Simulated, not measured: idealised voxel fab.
Process module heading - voxel capacitor over wiring
Section shown: cut. Width: 265 nm. Cell size: 5 nm, square.
This document writes a cross-section as a grid whose cells are square, and gives it as bands, listed from the top down; one or more rows of cells form a band. Within each band entry, the heights of the top and of the bottom of the band appear first, in that order and in nm; the materials of the band then follow from left to right, each with its corresponding width in nm. The designation "full width" on a single material indicates that it fills the band from edge to edge; the designation "empty" indicates empty space. Ref level 0: as-received wafer is one material below here. Bottom band extends down with no lower bound ("from 0 down"). Width "30 to 40": first value at the band's top row of cells, second value at its bottom row, equal change from row to row. What does "no alteration" mean for a step? It means no cell of the cross-section changed in that step. Entry "Completely sealed voids" = empty spaces >= 8 cells with no open way to the top; each as width x height at distance, distance from left edge, all nm. What comes after the settings on a step's line is commentary from the simulator itself on that step. "overlay nm", when on a step's line for a step with a mask, measures how far to the right of its planned place the mask lay; a negative measure means to the left.

Intended process steps
- 1: op RECEIVE | material Si
- 2: op CONFORMAL_DEP | material SiO2 | thk nm 10
- 3: op DIRECTIONAL_DEP | material TiN | thk nm 5
- 4: op DIRECTIONAL_DEP | material W | thk nm 25
- 5: op DIRECTIONAL_DEP | material aC | thk nm 10
- 6: op PATTERN | tone cover | mask id METAL_1 | material resist | width nm 20 | pitch nm 80 | thk nm 25 | overlay nm 0
- 7: op DIRECTIONAL_ETCH | etch materials aC | depth nm 10
- 8: op STRIP | etch materials resist
- 9: op DIRECTIONAL_ETCH | etch materials W | depth nm 25
- 10: op DIRECTIONAL_ETCH | etch materials TiN | depth nm 5
- 11: op STRIP | etch materials aC
- 12: op CONFORMAL_DEP | material SiCN | thk nm 5
- 13: op FILL_DEP | material SiO2 | thk nm 10
- 14: op CMP | height nm 40
- 15: op CONFORMAL_DEP | material SiCN | thk nm 5
- 16: op DIRECTIONAL_DEP | material SiO2 | thk nm 20
- 17: op PATTERN | tone open | mask id PLUG_1 | material resist | width nm 15 | thk nm 20 | overlay nm 0
- 18: op DIRECTIONAL_ETCH | etch materials SiO2 | depth nm 20
- 19: op DIRECTIONAL_ETCH | etch materials SiCN | depth nm 5
- 20: op STRIP | etch materials resist
- 21: op EPI | material Ru | thk nm 10
- 22: op EPI | material Ru | thk nm 10
- 23: op EPI | material Ru | thk nm 5
- 24: op DIRECTIONAL_DEP | material TiN | thk nm 10
- 25: op DIRECTIONAL_DEP | material Al2O3 | thk nm 5
- 26: op DIRECTIONAL_DEP | material TiN | thk nm 10
- 27: op MASKED_ETCH | tone cover | mask id UPPER_PLATE | width nm 65 | etch materials TiN | depth nm 10 | overlay nm 0
- 28: op MASKED_ETCH | tone cover | mask id UPPER_PLATE | width nm 65 | etch materials Al2O3 | depth nm 5 | overlay nm 0
- 29: op PATTERN | tone cover | mask id LOWER_PLATE | material resist | width nm 75 | thk nm 20 | overlay nm 0
- 30: op DIRECTIONAL_ETCH | etch materials TiN | depth nm 10
- 31: op STRIP | etch materials resist
- 32: op FILL_DEP | material SiO2 | thk nm 20
- 33: op CMP | height nm 105
- 34: op MASKED_ETCH | tone open | mask id PLUG_2 | width nm 15 | etch materials SiO2 | depth nm 15 | overlay nm 0
- 35: op CONFORMAL_DEP | material TiN | thk nm 5
- 36: op FILL_DEP | material Ru | thk nm 10
- 37: op CMP | height nm 105
- 38: op CONFORMAL_DEP | material SiN | thk nm 5
Heads up: all these wafers start the same, and what changes between them is the width nm in step 17. The value you see in the plan is just what the first wafer got.

Cross-sectional view of the first of several wafers in the as-received condition, corresponding to the state following step 1
    from 0 down = Si full width
    Completely sealed voids: none

each wafer at the end: cells of each material gained (+) or lost (-) since it was received, then its closed voids
width nm 15, +13 Al2O3, +17 Ru, +115 SiCN, +53 SiN, +857 SiO2, +71 TiN, +40 W, Completely sealed voids: none
width nm 20, +13 Al2O3, +22 Ru, +114 SiCN, +53 SiN, +853 SiO2, +71 TiN, +40 W, Completely sealed voids: none
width nm 25, +13 Al2O3, +27 Ru, +113 SiCN, +53 SiN, +849 SiO2, +71 TiN, +40 W, Completely sealed voids: none
width nm 30, +13 Al2O3, +32 Ru, +112 SiCN, +53 SiN, +845 SiO2, +71 TiN, +40 W, Completely sealed voids: none
